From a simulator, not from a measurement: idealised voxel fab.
Process module, titled voxel spacer lines
The figure presents cross-section cut, which has a width of 295 nm and is divided into square cells with an edge length of 5 nm.
Format of a cross-section: grid, square cells. Given as bands. Order: top down. Band: one or more rows of cells.
It is stipulated that each band's entry specify, in nanometres, the height of the top of the band and then that of its bottom, followed by the materials of the band in left-to-right sequence, each together with its width in nanometres. A single material marked by the word "edge to edge" is understood to fill the band from edge to edge; the word "air" is understood to denote empty space.
We count height from 0. Below that, the starting wafer is all one material. The lowest band never ends at the bottom but goes on down; see "top 0, no bottom" for how that is written.
Width spec "30..40" -> top row of cells at first value, bottom row at second value, equal per-row change in between.
The cross-section has no changed cell in any step marked "changes: none".
This entry, "Closed void listing", enumerates those empty regions of no fewer than 8 cells that possess no open connection to the top. Each region is reported in the form width x height at distance, the distance being taken from the left edge, with all three quantities expressed in nm.
Where a step's line continues beyond its settings, the continuation is a remark by the simulator itself on that step.
The "overlay nm" setting may appear on a step's line; for a step that uses a mask, it gives how far to the right of its planned position the mask lay, and a negative value indicates the left.
List of planned process steps:
step 1: RECEIVE,material Si
step 2: CONFORMAL_DEP,material Al2O3,thk nm 10
step 3: DIRECTIONAL_DEP,material TiN,thk nm 15
step 4: DIRECTIONAL_DEP,material polySi,thk nm 30
step 5: PATTERN,tone cover,mask id MANDREL,material resist,width nm 15,pitch nm 50,thk nm 35,overlay nm -15
step 6: DIRECTIONAL_ETCH,etch materials polySi,depth nm 30
step 7: STRIP,etch materials resist
step 8: CONFORMAL_DEP,material SiN,thk nm 10
step 9: DIRECTIONAL_ETCH,etch materials SiN,depth nm 10
step 10: STRIP,etch materials polySi
step 11: DIRECTIONAL_ETCH,etch materials TiN,depth nm 15
step 12: STRIP,etch materials SiN
step 13: FILL_DEP,material SiO2,thk nm 10
step 14: CMP,height nm 25
For this document, wafers share an identical start and vary in the step 5 overlay nm; the plan quotes the first wafer's value.
Cross-section, first of several wafers, as delivered after step 1:
  top 0, no bottom = Si edge to edge
  Closed void listing: none
End of module, by wafer: material-by-material cell gain (+) or loss (-) since receipt, then closed voids:
overlay nm -15; +118 Al2O3; +153 SiO2; +24 TiN; Closed void listing: none
overlay nm -10; +118 Al2O3; +153 SiO2; +24 TiN; Closed void listing: none
overlay nm -5; +118 Al2O3; +153 SiO2; +24 TiN; Closed void listing: none
overlay nm 0; +118 Al2O3; +153 SiO2; +24 TiN; Closed void listing: none
overlay nm 5; +118 Al2O3; +153 SiO2; +24 TiN; Closed void listing: none
overlay nm 10; +118 Al2O3; +153 SiO2; +24 TiN; Closed void listing: none
overlay nm 15; +118 Al2O3; +153 SiO2; +24 TiN; Closed void listing: none
